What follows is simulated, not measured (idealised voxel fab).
Proc. module: voxel released beams
Xsec cut, 265 nm wide, square cell size 5 nm.
The cross-sections in this document take the form of a grid made of square cells. They are written out as bands, in order from top to bottom. Each band consists of one or more rows of cells. First you get the band's top height and its bottom height, in nm, and then the materials it's made of, left to right, with each width in nm. If you see a single material with "all across", that one covers the band edge to edge. "air" is empty space. Height datum 0, below which the as-received substrate wafer is one material. Lowest band open at the bottom, running downward: "0 -> down". The notation "30..40" denotes a width that varies across the rows of cells in the band, beginning at the first number in the top row, finishing at the second number in the bottom row, and changing by an identical amount from each row to the next. "no change" after a step means that no cell of the cross-section changed. In "Cavities, sealed" the enclosed voids are listed, meaning empty spaces of 8 cells or larger without any opening to the top. The form is width x height at distance, distance from the left edge, units nm. Read whatever lies past the settings on a step's line as the simulator's own remark about the step. Each step line may optionally specify "overlay nm", which for a step with a mask gives the rightward distance between the mask's planned place and where it lay, a negative value indicating the leftward direction.
**Planned step list for the process**
step 1: op RECEIVE | material Si
step 2: op CONFORMAL_DEP | material SiN | thk nm 5
step 3: op DIRECTIONAL_DEP | material SiO2 | thk nm 20
step 4: op DIRECTIONAL_DEP | material aC | thk nm 15
step 5: op PATTERN | tone open | mask id ANCHOR | material resist | width nm 45 | thk nm 35 | overlay nm 0
step 6: op DIRECTIONAL_ETCH | etch materials aC | depth nm 15
step 7: op STRIP | etch materials resist
step 8: op DIRECTIONAL_ETCH | etch materials SiO2 | depth nm 20
step 9: op STRIP | etch materials aC
step 10: op CONFORMAL_DEP | material W | thk nm 15
step 11: op DIRECTIONAL_DEP | material aC | thk nm 10
step 12: op PATTERN | tone cover | mask id BEAM | material resist | width nm 95 | thk nm 30 | overlay nm 0
step 13: op DIRECTIONAL_ETCH | etch materials aC | depth nm 10
step 14: op STRIP | etch materials resist
step 15: op DIRECTIONAL_ETCH | etch materials W | depth nm 15
step 16: op STRIP | etch materials aC
step 17: op STRIP | etch materials SiO2
**Wafer as received: cross-section following step 1**
  0 -> down: Si all across
  Cavities, sealed: none
**End-of-module XS, first of two wafers, run as planned**
  40 -> 25: air: 80  W: 20  air: 15  W: 60  air: 90
  25 -> 20: air: 85  W: 15  air: 15  W: 15  air: 135
  20 -> 5: air: 85  W: 45  air: 135
  5 -> 0: SiN all across
  0 -> down: Si all across
  Cavities, sealed: none
**Module end: cross-section of wafer two of two. Same start and process plan as the first wafer. One mistake during execution**
  55 -> 40: air: 80  W: 95  air: 90
  40 -> 25: W all across
  25 -> 5: SiO2: 85  W: 45  SiO2: 135
  5 -> 0: SiN all across
  0 -> down: Si all across
  Cavities, sealed: none
Which mistake was made when the wafer was run? step 10 was run twice
End of process, cell counts, second wafer against first, materials with more or fewer: SiO2 +176 | W +171
